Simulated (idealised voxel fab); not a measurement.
You're looking at the process module voxel capacitor over wiring.
In the cross-section labelled cut, the width is 190 nm and each square cell is 5 nm.
Cross-section layout: square cells on a grid; listed as bands, top to bottom; a band spans one or more cell rows.
Top height, bottom height, nm. Materials left to right, width each, nm. Single material + "full width" = fills band edge to edge. "air" = empty.
For the purposes of this specification, 0 denotes the height below which the wafer in its as-received condition is composed wholly of one material, and the lowermost band, lacking a lower limit, extends downward without end, as expressed in "0 and below".
Read "30..40" as a graded width: first number on top, second number at the bottom, same change between each pair of neighbouring rows.
Where the words "nothing different" appear for a step, the cross-section shows no cell changed by that step; every cell remained as before.
The entry "Cavities, sealed" lists the empty spaces that cover at least 8 cells and have no open path to the top. Each is written as width x height at distance, where the distance is measured from the left edge and all three values are in nm.
after a step's settings: what the simulator itself notes on the step
overlay nm: mask right of planned place by this much (step with mask). Neg. = left.

[Process steps - plan]
1,RECEIVE, material Si
2,CONFORMAL_DEP, material SiO2, thk nm 10
3,CONFORMAL_DEP, material SiN, thk nm 5
4,DIRECTIONAL_DEP, material SiO2, thk nm 15
5,MASKED_ETCH, tone open, mask id METAL_1, width nm 30, pitch nm 80, etch materials SiO2, depth nm 15, overlay nm 0
6,MASKED_ETCH, tone open, mask id METAL_1, width nm 30, pitch nm 80, etch materials SiN, depth nm 5, overlay nm 0
7,CONFORMAL_DEP, material TiN, thk nm 5
8,FILL_DEP, material Ru, thk nm 10
9,CMP, height nm 30
10,EPI, material Ru, thk nm 5
11,FILL_DEP, material SiCN, thk nm 5
12,DIRECTIONAL_DEP, material SiO2, thk nm 10
13,PATTERN, tone open, mask id PLUG_1, material resist, width nm 15, thk nm 15, overlay nm 0
14,DIRECTIONAL_ETCH, etch materials SiO2, depth nm 10
15,DIRECTIONAL_ETCH, etch materials SiCN, depth nm 5
16,STRIP, etch materials resist
17,CONFORMAL_DEP, material TiN, thk nm 5
18,FILL_DEP, material Cu, thk nm 10
19,CMP, height nm 50
20,DIRECTIONAL_DEP, material TiN, thk nm 5
21,DIRECTIONAL_DEP, material HfO2, thk nm 5
22,DIRECTIONAL_DEP, material TiN, thk nm 5
23,DIRECTIONAL_DEP, material aC, thk nm 10
24,PATTERN, tone cover, mask id UPPER_PLATE, material resist, width nm 55, thk nm 25, overlay nm 0
25,DIRECTIONAL_ETCH, etch materials aC, depth nm 10
26,STRIP, etch materials resist
27,DIRECTIONAL_ETCH, etch materials TiN, depth nm 5
28,DIRECTIONAL_ETCH, etch materials HfO2, depth nm 5
29,STRIP, etch materials aC
30,PATTERN, tone cover, mask id LOWER_PLATE, material resist, width nm 65, thk nm 15, overlay nm 0
31,DIRECTIONAL_ETCH, etch materials TiN, depth nm 5
32,STRIP, etch materials resist
33,FILL_DEP, material SiO2, thk nm 20
34,CMP, height nm 80
35,MASKED_ETCH, tone open, mask id PLUG_2, width nm 15, etch materials SiO2, depth nm 15, overlay nm 0
36,CONFORMAL_DEP, material TiN, thk nm 5
37,FILL_DEP, material W, thk nm 5
38,CMP, height nm 80
39,CONFORMAL_DEP, material SiN, thk nm 5

[First of two wafers, processed according to plan]

[Cross-section of the incoming wafer, state after step 1]
> 0 and below: Si full width
> Cavities, sealed: none

[The wafer, seen in cross-section, after step 2]
> 10 down to 0: SiO2 full width
> Below 0, no change.

[The wafer, seen in cross-section, after step 3]
> 15 down to 10: SiN full width
> Below 10, no change.

[The wafer, seen in cross-section, after step 4]
> 30 down to 15: SiO2 full width
> Below 15, no change.

[The wafer, seen in cross-section, after step 5]
> 30 down to 15: SiO2: 40 / air: 30 / SiO2: 50 / air: 30 / SiO2: 40
> Below 15, no change.

[The wafer, seen in cross-section, after step 6]
> 30 down to 15: SiO2: 40 / air: 30 / SiO2: 50 / air: 30 / SiO2: 40
> 15 down to 10: SiN: 40 / air: 30 / SiN: 50 / air: 30 / SiN: 40
> Below 10, no change.

[The wafer, seen in cross-section, after step 7]
> 35 down to 30: TiN: 45 / air: 20 / TiN: 60 / air: 20 / TiN: 45
> 30 down to 15: SiO2: 40 / TiN: 5 / air: 20 / TiN: 5 / SiO2: 50 / TiN: 5 / air: 20 / TiN: 5 / SiO2: 40
> 15 down to 10: SiN: 40 / TiN: 30 / SiN: 50 / TiN: 30 / SiN: 40
> Below 10, no change.

[The wafer, seen in cross-section, after step 8]
> 45 down to 35: Ru full width
> 35 down to 30: TiN: 45 / Ru: 20 / TiN: 60 / Ru: 20 / TiN: 45
> 30 down to 15: SiO2: 40 / TiN: 5 / Ru: 20 / TiN: 5 / SiO2: 50 / TiN: 5 / Ru: 20 / TiN: 5 / SiO2: 40
> Below 15, no change.

[The wafer, seen in cross-section, after step 9]
> 30 down to 15: SiO2: 40 / TiN: 5 / Ru: 20 / TiN: 5 / SiO2: 50 / TiN: 5 / Ru: 20 / TiN: 5 / SiO2: 40
> Below 15, no change.

[The wafer, seen in cross-section, after step 10]
> 35 down to 30: air: 35 / Ru: 40 / air: 40 / Ru: 40 / air: 35
> Below 30, no change.

[The wafer, seen in cross-section, after step 11]
> 40 down to 35: SiCN full width
> 35 down to 30: SiCN: 35 / Ru: 40 / SiCN: 40 / Ru: 40 / SiCN: 35
> Below 30, no change.

[The wafer, seen in cross-section, after step 12]
> 50 down to 40: SiO2 full width
> Below 40, no change.

[The wafer, seen in cross-section, after step 13]
> 65 down to 50: resist: 55 / air: 15 / resist: 120
> Below 50, no change.

[The wafer, seen in cross-section, after step 14]
> 65 down to 50: resist: 55 / air: 15 / resist: 120
> 50 down to 40: SiO2: 55 / air: 15 / SiO2: 120
> Below 40, no change.

[The wafer, seen in cross-section, after step 15]
> 65 down to 50: resist: 55 / air: 15 / resist: 120
> 50 down to 40: SiO2: 55 / air: 15 / SiO2: 120
> 40 down to 35: SiCN: 55 / air: 15 / SiCN: 120
> Below 35, no change.

[The wafer, seen in cross-section, after step 16]
> 50 down to 40: SiO2: 55 / air: 15 / SiO2: 120
> Below 40, no change.

[The wafer, seen in cross-section, after step 17]
> 55 down to 50: TiN: 60 / air: 5 / TiN: 125
> 50 down to 40: SiO2: 55 / TiN: 5 / air: 5 / TiN: 5 / SiO2: 120
> 40 down to 35: SiCN: 55 / TiN: 15 / SiCN: 120
> Below 35, no change.

[The wafer, seen in cross-section, after step 18]
> 65 down to 55: Cu full width
> 55 down to 50: TiN: 60 / Cu: 5 / TiN: 125
> 50 down to 40: SiO2: 55 / TiN: 5 / Cu: 5 / TiN: 5 / SiO2: 120
> Below 40, no change.

[The wafer, seen in cross-section, after step 19]
> 50 down to 40: SiO2: 55 / TiN: 5 / Cu: 5 / TiN: 5 / SiO2: 120
> Below 40, no change.

[The wafer, seen in cross-section, after step 20]
> 55 down to 50: TiN full width
> Below 50, no change.

[The wafer, seen in cross-section, after step 21]
> 60 down to 55: HfO2 full width
> Below 55, no change.

[The wafer, seen in cross-section, after step 22]
> 65 down to 60: TiN full width
> Below 60, no change.

[The wafer, seen in cross-section, after step 23]
> 75 down to 65: aC full width
> Below 65, no change.

[The wafer, seen in cross-section, after step 24]
> 100 down to 75: air: 55 / resist: 55 / air: 80
> Below 75, no change.

[The wafer, seen in cross-section, after step 25]
> 90 down to 75: air: 55 / resist: 55 / air: 80
> 75 down to 65: air: 55 / aC: 55 / air: 80
> Below 65, no change.

[The wafer, seen in cross-section, after step 26]
> 75 down to 65: air: 55 / aC: 55 / air: 80
> Below 65, no change.

[The wafer, seen in cross-section, after step 27]
> 75 down to 65: air: 55 / aC: 55 / air: 80
> 65 down to 60: air: 55 / TiN: 55 / air: 80
> Below 60, no change.

[The wafer, seen in cross-section, after step 28]
> 75 down to 65: air: 55 / aC: 55 / air: 80
> 65 down to 60: air: 55 / TiN: 55 / air: 80
> 60 down to 55: air: 55 / HfO2: 55 / air: 80
> Below 55, no change.

[The wafer, seen in cross-section, after step 29]
> 65 down to 60: air: 55 / TiN: 55 / air: 80
> Below 60, no change.

[The wafer, seen in cross-section, after step 30]
> 80 down to 65: air: 50 / resist: 65 / air: 75
> 65 down to 60: air: 50 / resist: 5 / TiN: 55 / resist: 5 / air: 75
> 60 down to 55: air: 50 / resist: 5 / HfO2: 55 / resist: 5 / air: 75
> Below 55, no change.

[The wafer, seen in cross-section, after step 31]
> 80 down to 65: air: 50 / resist: 65 / air: 75
> 65 down to 60: air: 50 / resist: 5 / TiN: 55 / resist: 5 / air: 75
> 60 down to 55: air: 50 / resist: 5 / HfO2: 55 / resist: 5 / air: 75
> 55 down to 50: air: 50 / TiN: 65 / air: 75
> Below 50, no change.

[The wafer, seen in cross-section, after step 32]
> 65 down to 60: air: 55 / TiN: 55 / air: 80
> 60 down to 55: air: 55 / HfO2: 55 / air: 80
> Below 55, no change.

[The wafer, seen in cross-section, after step 33]
> 85 down to 65: SiO2 full width
> 65 down to 60: SiO2: 55 / TiN: 55 / SiO2: 80
> 60 down to 55: SiO2: 55 / HfO2: 55 / SiO2: 80
> 55 down to 50: SiO2: 50 / TiN: 65 / SiO2: 75
> Below 50, no change.

[The wafer, seen in cross-section, after step 34]
> 80 down to 65: SiO2 full width
> Below 65, no change.

[The wafer, seen in cross-section, after step 35]
> 80 down to 65: SiO2: 65 / air: 15 / SiO2: 110
> Below 65, no change.

[The wafer, seen in cross-section, after step 36]
> 85 down to 80: TiN: 70 / air: 5 / TiN: 115
> 80 down to 70: SiO2: 65 / TiN: 5 / air: 5 / TiN: 5 / SiO2: 110
> 70 down to 60: SiO2: 65..55 / TiN: 15..55 / SiO2: 110..80
> Below 60, no change.

[The wafer, seen in cross-section, after step 37]
> 90 down to 85: W full width
> 85 down to 80: TiN: 70 / W: 5 / TiN: 115
> 80 down to 70: SiO2: 65 / TiN: 5 / W: 5 / TiN: 5 / SiO2: 110
> Below 70, no change.

[The wafer, seen in cross-section, after step 38]
> 80 down to 70: SiO2: 65 / TiN: 5 / W: 5 / TiN: 5 / SiO2: 110
> Below 70, no change.

[The wafer, seen in cross-section, after step 39]
> 85 down to 80: SiN full width
> Below 80, no change.

[The Second Wafer: Common Origin and Plan, One Mistake in Execution, Identical to the First Through Step 5]

[Cross-section of the second wafer when, according to plan, step 6 should have finished]
> 30 down to 15: SiO2: 40 / air: 30 / SiO2: 50 / air: 30 / SiO2: 40
> 15 down to 10: SiN: 40 / air: 30 / SiN: 50 / air: 30 / SiN: 40
> Below 10, no change.

[Cross-section of the second wafer when, according to plan, step 7 should have finished]
> 35 down to 30: TiN: 45 / air: 20 / TiN: 60 / air: 20 / TiN: 45
> 30 down to 15: SiO2: 40 / TiN: 5 / air: 20 / TiN: 5 / SiO2: 50 / TiN: 5 / air: 20 / TiN: 5 / SiO2: 40
> 15 down to 10: SiN: 40 / TiN: 30 / SiN: 50 / TiN: 30 / SiN: 40
> Below 10, no change.

[Cross-section of the second wafer when, according to plan, step 8 should have finished]
> 45 down to 35: Ru full width
> 35 down to 30: TiN: 45 / Ru: 20 / TiN: 60 / Ru: 20 / TiN: 45
> 30 down to 15: SiO2: 40 / TiN: 5 / Ru: 20 / TiN: 5 / SiO2: 50 / TiN: 5 / Ru: 20 / TiN: 5 / SiO2: 40
> Below 15, no change.

[Cross-section of the second wafer when, according to plan, step 9 should have finished]
> 30 down to 15: SiO2: 40 / TiN: 5 / Ru: 20 / TiN: 5 / SiO2: 50 / TiN: 5 / Ru: 20 / TiN: 5 / SiO2: 40
> Below 15, no change.

[Cross-section of the second wafer when, according to plan, step 10 should have finished]
> 35 down to 30: air: 35 / Ru: 40 / air: 40 / Ru: 40 / air: 35
> Below 30, no change.

[Cross-section of the second wafer when, according to plan, step 11 should have finished]
> 40 down to 35: SiCN full width
> 35 down to 30: SiCN: 35 / Ru: 40 / SiCN: 40 / Ru: 40 / SiCN: 35
> Below 30, no change.

[Cross-section of the second wafer when, according to plan, step 12 should have finished]
> 50 down to 40: SiO2 full width
> Below 40, no change.

[Cross-section of the second wafer when, according to plan, step 13 should have finished]
> 65 down to 50: resist: 55 / air: 15 / resist: 120
> Below 50, no change.

[Cross-section of the second wafer when, according to plan, step 14 should have finished]
> 65 down to 50: resist: 55 / air: 15 / resist: 120
> 50 down to 40: SiO2: 55 / air: 15 / SiO2: 120
> Below 40, no change.

[Cross-section of the second wafer when, according to plan, step 15 should have finished]
> 65 down to 50: resist: 55 / air: 15 / resist: 120
> 50 down to 40: SiO2: 55 / air: 15 / SiO2: 120
> 40 down to 35: SiCN: 55 / air: 15 / SiCN: 120
> Below 35, no change.

[Cross-section of the second wafer when, according to plan, step 16 should have finished]
> 50 down to 40: SiO2: 55 / air: 15 / SiO2: 120
> Below 40, no change.

[Cross-section of the second wafer when, according to plan, step 17 should have finished]
> 55 down to 50: TiN: 60 / air: 5 / TiN: 125
> 50 down to 40: SiO2: 55 / TiN: 5 / air: 5 / TiN: 5 / SiO2: 120
> 40 down to 35: SiCN: 55 / TiN: 15 / SiCN: 120
> Below 35, no change.

[Cross-section of the second wafer when, according to plan, step 18 should have finished]
> 65 down to 55: Cu full width
> 55 down to 50: TiN: 60 / Cu: 5 / TiN: 125
> 50 down to 40: SiO2: 55 / TiN: 5 / Cu: 5 / TiN: 5 / SiO2: 120
> Below 40, no change.

[Cross-section of the second wafer when, according to plan, step 19 should have finished]
> 50 down to 40: SiO2: 55 / TiN: 5 / Cu: 5 / TiN: 5 / SiO2: 120
> Below 40, no change.

[Cross-section of the second wafer when, according to plan, step 20 should have finished]
> 55 down to 50: TiN full width
> Below 50, no change.

[Cross-section of the second wafer when, according to plan, step 21 should have finished]
> 60 down to 55: HfO2 full width
> Below 55, no change.

[Cross-section of the second wafer when, according to plan, step 22 should have finished]
> 65 down to 60: TiN full width
> Below 60, no change.

[Cross-section of the second wafer when, according to plan, step 23 should have finished]
> 75 down to 65: aC full width
> Below 65, no change.

[Cross-section of the second wafer when, according to plan, step 24 should have finished]
> 100 down to 75: air: 55 / resist: 55 / air: 80
> Below 75, no change.

[Cross-section of the second wafer when, according to plan, step 25 should have finished]
> 90 down to 75: air: 55 / resist: 55 / air: 80
> 75 down to 65: air: 55 / aC: 55 / air: 80
> Below 65, no change.

[Cross-section of the second wafer when, according to plan, step 26 should have finished]
> 75 down to 65: air: 55 / aC: 55 / air: 80
> Below 65, no change.

[Cross-section of the second wafer when, according to plan, step 27 should have finished]
> 75 down to 65: air: 55 / aC: 55 / air: 80
> 65 down to 60: air: 55 / TiN: 55 / air: 80
> Below 60, no change.

[Cross-section of the second wafer when, according to plan, step 28 should have finished]
> 75 down to 65: air: 55 / aC: 55 / air: 80
> 65 down to 60: air: 55 / TiN: 55 / air: 80
> 60 down to 55: air: 55 / HfO2: 55 / air: 80
> Below 55, no change.

[Cross-section of the second wafer when, according to plan, step 29 should have finished]
> 65 down to 60: air: 55 / TiN: 55 / air: 80
> Below 60, no change.

[Cross-section of the second wafer when, according to plan, step 30 should have finished]
> 80 down to 65: air: 50 / resist: 65 / air: 75
> 65 down to 60: air: 50 / resist: 5 / TiN: 55 / resist: 5 / air: 75
> 60 down to 55: air: 50 / resist: 5 / HfO2: 55 / resist: 5 / air: 75
> Below 55, no change.

[Cross-section of the second wafer when, according to plan, step 31 should have finished]
> 80 down to 65: air: 50 / resist: 65 / air: 75
> 65 down to 60: air: 50 / resist: 5 / TiN: 55 / resist: 5 / air: 75
> 60 down to 55: air: 50 / resist: 5 / HfO2: 55 / resist: 5 / air: 75
> 55 down to 50: air: 50 / TiN: 65 / air: 75
> Below 50, no change.

[Cross-section of the second wafer when, according to plan, step 32 should have finished]
> 65 down to 60: air: 55 / TiN: 55 / air: 80
> 60 down to 55: air: 55 / HfO2: 55 / air: 80
> Below 55, no change.

[Cross-section of the second wafer when, according to plan, step 33 should have finished]
> 85 down to 65: SiO2 full width
> 65 down to 60: SiO2: 55 / TiN: 55 / SiO2: 80
> 60 down to 55: SiO2: 55 / HfO2: 55 / SiO2: 80
> 55 down to 50: SiO2: 50 / TiN: 65 / SiO2: 75
> Below 50, no change.

[Cross-section of the second wafer when, according to plan, step 34 should have finished]
> 80 down to 65: SiO2 full width
> Below 65, no change.

[Cross-section of the second wafer when, according to plan, step 35 should have finished]
> 80 down to 65: SiO2: 65 / air: 15 / SiO2: 110
> Below 65, no change.

[Cross-section of the second wafer when, according to plan, step 36 should have finished]
> 85 down to 80: TiN: 70 / air: 5 / TiN: 115
> 80 down to 70: SiO2: 65 / TiN: 5 / air: 5 / TiN: 5 / SiO2: 110
> 70 down to 60: SiO2: 65..55 / TiN: 15..55 / SiO2: 110..80
> Below 60, no change.

[Cross-section of the second wafer when, according to plan, step 37 should have finished]
> 90 down to 85: W full width
> 85 down to 80: TiN: 70 / W: 5 / TiN: 115
> 80 down to 70: SiO2: 65 / TiN: 5 / W: 5 / TiN: 5 / SiO2: 110
> Below 70, no change.

[Cross-section of the second wafer when, according to plan, step 38 should have finished]
> 80 down to 70: SiO2: 65 / TiN: 5 / W: 5 / TiN: 5 / SiO2: 110
> Below 70, no change.

[Cross-section of the second wafer when, according to plan, step 39 should have finished]
> 85 down to 80: SiN full width
> Below 80, no change.
In executing the process, a mistake was made relative to the plan: step 6 of the plan was carried out twice
Given identical final cross-sections on the two wafers, the mistake has no effect on any quantity computed by this model.
